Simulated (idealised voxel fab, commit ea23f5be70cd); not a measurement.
Process module, titled voxel released beams
Cross-section cut: width 145 nm, square cells of 5 nm.
A cross-section is a grid of square cells, given in bands from the top down. A band is one or more rows of cells.
Top height, bottom height, nm. Materials left to right, width each, nm. Single material + "edge to edge" = fills band edge to edge. "empty" = empty.
All heights in this document are referenced to 0, defined as the level beneath which the wafer, as received, consists entirely of one material. The lowest band is not bounded below; it extends indefinitely downward and is written in the form "top 0, no bottom".
A width given as "30..40" starts at the first number in the band's top row and ends at the second number in its bottom row, shifting by an equal amount at every step from row to row.
"left unchanged" after a step means that no cell of the cross-section changed.
"Enclosed internal cavities": sealed empty spaces, 8 cells or more, no open way to top, listed width x height at distance, with distance from the left edge and width, height and distance in nm.
On each step's line, the part that comes after the settings is the simulator's own comment on the step.
What "overlay nm" on a step's line means: if the step has a mask, that mask lay this far to the right of its planned place, or, when the value is negative, to the left.

Intended process steps
| 1 | RECEIVE: material Si |
| 2 | CONFORMAL_DEP: material Al2O3, thk nm 10 |
| 3 | DIRECTIONAL_DEP: material SiO2, thk nm 15 |
| 4 | DIRECTIONAL_DEP: material aC, thk nm 10 |
| 5 | PATTERN: tone open, mask id ANCHOR, material resist, width nm 45, thk nm 25, overlay nm 0 |
| 6 | DIRECTIONAL_ETCH: etch materials aC, depth nm 10 |
| 7 | STRIP: etch materials resist |
| 8 | DIRECTIONAL_ETCH: etch materials SiO2, depth nm 15 |
| 9 | STRIP: etch materials aC |
| 10 | CONFORMAL_DEP: material polySi, thk nm 15 |
| 11 | PATTERN: tone cover, mask id BEAM, material resist, width nm 110, thk nm 20, overlay nm 0 |
| 12 | DIRECTIONAL_ETCH: etch materials polySi, depth nm 15 |
| 13 | STRIP: etch materials resist |
| 14 | STRIP: etch materials SiO2 |

Wafer at receipt (post step 1), cross-section
* top 0, no bottom  Si edge to edge
* Enclosed internal cavities: none

What the wafer looks like in cross-section after this module, when it starts as shown above and follows the plan above but one mistake is made in running it
* top 40, bottom 25  15 nm empty  110 nm polySi  20 nm empty
* top 25, bottom 15  Al2O3 edge to edge
* top 15, bottom 0  SiO2 edge to edge
* top 0, no bottom  Si edge to edge
* Enclosed internal cavities: none
So what did we get wrong on this run? sequence error: steps 2 and 3 interchanged
